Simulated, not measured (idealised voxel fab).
process module | voxel wiring stack
cross-section cut | 155 nm wide | cells 5 nm
A cross-section is a grid of square cells, given in bands from the top down. A band is one or more rows of cells.
Each band's line starts with the height of the band's top and of its bottom, in nm. Then come its materials from left to right, each with its width in nm. One material with "throughout" fills the band from edge to edge. "air" is empty space.
Height 0 is the level under which the wafer as received is all one material. The lowest band goes on downwards, as in "0 down".
A width such as "30 to 40" changes by the same amount from each row of cells to the next, from the band's top row to its bottom row.
"no change" after a step means that no cell of the cross-section changed.
closed voids: empty space of 8 cells or more with no open way to the top, each as width x height at its distance from the left edge, in nm
after a step's settings: what the simulator itself notes on the step
overlay nm, on a step with a mask: how far to the right of its planned place the mask lay; to the left if negative
plan
1 op RECEIVE | material Si
2 op CONFORMAL_DEP | material SiO2 | thk nm 10
3 op DIRECTIONAL_DEP | material TiN | thk nm 5
4 op DIRECTIONAL_DEP | material Ru | thk nm 15
5 op MASKED_ETCH | tone cover | mask id METAL_1 | width nm 25 | pitch nm 45 | etch materials Ru | depth nm 15 | overlay nm 0
6 op MASKED_ETCH | tone cover | mask id METAL_1 | width nm 25 | pitch nm 45 | etch materials TiN | depth nm 5 | overlay nm 0
7 op FILL_DEP | material lowk | thk nm 5
8 op CMP | height nm 30
9 op CONFORMAL_DEP | material SiCN | thk nm 5
10 op DIRECTIONAL_DEP | material lowk | thk nm 10
11 op MASKED_ETCH | tone open | mask id PLUG_1 | width nm 15 | pitch nm 45 | etch materials lowk | depth nm 10 | overlay nm 0
12 op MASKED_ETCH | tone open | mask id PLUG_1 | width nm 15 | pitch nm 45 | etch materials SiCN | depth nm 5 | overlay nm 0
13 op EPI | material Ru | thk nm 10
14 op EPI | material Ru | thk nm 5
15 op CONFORMAL_DEP | material SiCN | thk nm 5
16 op DIRECTIONAL_DEP | material SiO2 | thk nm 25
17 op PATTERN | tone open | mask id METAL_2 | material resist | width nm 25 | pitch nm 45 | thk nm 20 | overlay nm 0
18 op DIRECTIONAL_ETCH | etch materials SiO2 | depth nm 25
19 op DIRECTIONAL_ETCH | etch materials SiCN | depth nm 5
20 op STRIP | etch materials resist
21 op CONFORMAL_DEP | material TiN | thk nm 5
22 op FILL_DEP | material Ru | thk nm 10
23 op CMP | height nm 75
24 op CONFORMAL_DEP | material SiCN | thk nm 5
25 op DIRECTIONAL_DEP | material SiO2 | thk nm 35
26 op PATTERN | tone open | mask id METAL_3 | material resist | width nm 25 | pitch nm 45 | thk nm 20 | overlay nm 0
27 op DIRECTIONAL_ETCH | etch materials SiO2 | depth nm 20
28 op STRIP | etch materials resist
29 op MASKED_ETCH | tone open | mask id METAL_3_HOLES | width nm 15 | pitch nm 90 | etch materials SiO2 | depth nm 15 | overlay nm 0
30 op MASKED_ETCH | tone open | mask id METAL_3_HOLES | width nm 15 | pitch nm 90 | etch materials SiCN | depth nm 5 | overlay nm 0
31 op CONFORMAL_DEP | material TiN | thk nm 5
32 op FILL_DEP | material Cu | thk nm 5
33 op CMP | height nm 115
34 op CONFORMAL_DEP | material SiN | thk nm 5
varied across the wafers: width nm of step 11. The plan shows the first wafer's value. All wafers start alike
first wafer as received, after step 1
  0 down: Si throughout
  closed voids: none
first wafer at the end, after step 34
  120 to 115: SiN throughout
  115 to 100: SiO2 20 | TiN 5 | Cu 15 | TiN 5 | SiO2 20 | TiN 5 | Cu 15 | TiN 5 | SiO2 20 | TiN 5 | Cu 15 | TiN 5 | SiO2 20
  100 to 95: SiO2 20 | TiN 5 | Cu 5 | TiN 15 | SiO2 20 | TiN 25 | SiO2 20 | TiN 5 | Cu 5 | TiN 15 | SiO2 20
  95 to 80: SiO2 20 | TiN 5 | Cu 5 | TiN 5 | SiO2 75 | TiN 5 | Cu 5 | TiN 5 | SiO2 30
  80 to 75: SiCN 20 | TiN 15 | SiCN 75 | TiN 15 | SiCN 30
  75 to 50: SiO2 20 | TiN 5 | Ru 15 | TiN 5 | SiO2 20 | TiN 5 | Ru 15 | TiN 5 | SiO2 20 | TiN 5 | Ru 15 | TiN 5 | SiO2 20
  50 to 45: SiCN 20 | TiN 25 | SiCN 20 | TiN 25 | SiCN 20 | TiN 25 | SiCN 20
  45 to 35: lowk 20 | Ru 15 | lowk 30 | Ru 15 | lowk 30 | Ru 15 | lowk 30
  35 to 30: SiCN 20 | Ru 15 | SiCN 30 | Ru 15 | SiCN 30 | Ru 15 | SiCN 30
  30 to 15: lowk 20 | Ru 25 | lowk 20 | Ru 25 | lowk 20 | Ru 25 | lowk 20
  15 to 10: lowk 20 | TiN 25 | lowk 20 | TiN 25 | lowk 20 | TiN 25 | lowk 20
  10 to 0: SiO2 throughout
  0 down: Si throughout
  closed voids: none
last wafer at the end
  120 to 115: SiN throughout
  115 to 100: SiO2 20 | TiN 5 | Cu 15 | TiN 5 | SiO2 20 | TiN 5 | Cu 15 | TiN 5 | SiO2 20 | TiN 5 | Cu 15 | TiN 5 | SiO2 20
  100 to 95: SiO2 20 | TiN 5 | Cu 5 | TiN 15 | SiO2 20 | TiN 25 | SiO2 20 | TiN 5 | Cu 5 | TiN 15 | SiO2 20
  95 to 80: SiO2 20 | TiN 5 | Cu 5 | TiN 5 | SiO2 75 | TiN 5 | Cu 5 | TiN 5 | SiO2 30
  80 to 75: SiCN 20 | TiN 15 | SiCN 75 | TiN 15 | SiCN 30
  75 to 50: SiO2 20 | TiN 5 | Ru 15 | TiN 5 | SiO2 20 | TiN 5 | Ru 15 | TiN 5 | SiO2 20 | TiN 5 | Ru 15 | TiN 5 | SiO2 20
  50 to 45: SiCN 20 | TiN 25 | SiCN 20 | TiN 25 | SiCN 20 | TiN 25 | SiCN 20
  45 to 35: lowk 15 | Ru 30 | lowk 15 | Ru 30 | lowk 15 | Ru 30 | lowk 20
  35 to 30: SiCN 20 | Ru 15 | SiCN 30 | Ru 15 | SiCN 30 | Ru 15 | SiCN 30
  30 to 15: lowk 20 | Ru 25 | lowk 20 | Ru 25 | lowk 20 | Ru 25 | lowk 20
  15 to 10: lowk 20 | TiN 25 | lowk 20 | TiN 25 | lowk 20 | TiN 25 | lowk 20
  10 to 0: SiO2 throughout
  0 down: Si throughout
  closed voids: none
each wafer at the end: cells of each material gained (+) or lost (-) since it was received, then its closed voids
width nm 15 | +35 Cu | +117 Ru | +63 SiCN | +31 SiN | +281 SiO2 | +109 TiN | +108 lowk | closed voids: none
width nm 20 | +35 Cu | +123 Ru | +63 SiCN | +31 SiN | +281 SiO2 | +109 TiN | +102 lowk | closed voids: none
width nm 25 | +35 Cu | +129 Ru | +63 SiCN | +31 SiN | +281 SiO2 | +109 TiN | +96 lowk | closed voids: none
width nm 30 | +35 Cu | +135 Ru | +63 SiCN | +31 SiN | +281 SiO2 | +109 TiN | +90 lowk | closed voids: none
